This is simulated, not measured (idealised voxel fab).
This section sets out a process module, namely voxel gate over fins.
280 nm wide, 5 nm square cells: that's cross-section cut.
In this document a cross-section is written as a grid of square cells. It is given as a series of bands, listed from the top down, and a band is one or more rows of cells. Heads up on the band format: heights come first, top then bottom, in nm. After that it's the materials left to right, each with its width in nm. A single material flagged "all across" fills the whole band edge to edge, and "empty" means there's empty space there. Beneath 0, the wafer as received is one material, and that level is where height counting begins. The lowest band goes on downward without a bottom; it is written like "z 0 and below". It should be noted that a width expressed as "30..40" varies in equal increments from row to row of cells within the band, taking the value of the first number at the top row and that of the second number at the bottom row. "no modification" for a step: no cell of the cross-section changed in that step. Reported under the label "Sealed-off cavities" are the empty spaces having no open way to the top and comprising 8 cells or more; the notation for each is width x height at distance, in which the distance is measured from the left edge and all three values are in nm. Post-settings text on a step line: simulator's own remark regarding the step. The line of a step may include "overlay nm". On a step with a mask, this value is how far to the right of its planned place the mask lay. A negative value means the mask lay to the left.

The following list gives the planned process steps
step 1: RECEIVE (material Si)
step 2: CONFORMAL_DEP (material SiN; thk nm 5)
step 3: PATTERN (tone cover; mask id FINS; material resist; width nm 15; pitch nm 45; thk nm 20; overlay nm 0)
step 4: DIRECTIONAL_ETCH (etch materials SiN; depth nm 5)
step 5: DIRECTIONAL_ETCH (etch materials Si; depth nm 20)
step 6: STRIP (etch materials resist)
step 7: FILL_DEP (material SiO2; thk nm 5)
step 8: CMP (height nm 5)
step 9: SELECTIVE_ETCH (etch materials SiO2; depth nm 15)
step 10: STRIP (etch materials SiN)
step 11: CONFORMAL_DEP (material HfO2; thk nm 5)
step 12: CONFORMAL_DEP (material TiN; thk nm 5)
step 13: FILL_DEP (material W; thk nm 10)
step 14: CMP (height nm 15)
step 15: CONFORMAL_DEP (material SiCN; thk nm 5)
varied across the wafers: depth nm of step 5. The plan shows the first wafer's value. All wafers start alike

As-received state after step 1, first of several wafers, cross-section
z 0 and below | Si all across
Sealed-off cavities: none

For your reference, the table is organized with a row per wafer; each row reflects the wafer at the end of the module, indicating for each material the cells gained (+) or lost (-) since receipt, and thereafter its closed voids
depth nm 20, +64 HfO2, -200 Si, +56 SiCN, +100 SiO2, +64 TiN, +140 W, Sealed-off cavities: none
depth nm 25, +64 HfO2, -250 Si, +56 SiCN, +150 SiO2, +64 TiN, +140 W, Sealed-off cavities: none
depth nm 30, +64 HfO2, -300 Si, +56 SiCN, +200 SiO2, +64 TiN, +140 W, Sealed-off cavities: none
depth nm 35, +64 HfO2, -350 Si, +56 SiCN, +250 SiO2, +64 TiN, +140 W, Sealed-off cavities: none
depth nm 40, +64 HfO2, -400 Si, +56 SiCN, +300 SiO2, +64 TiN, +140 W, Sealed-off cavities: none
depth nm 45, +64 HfO2, -450 Si, +56 SiCN, +350 SiO2, +64 TiN, +140 W, Sealed-off cavities: none
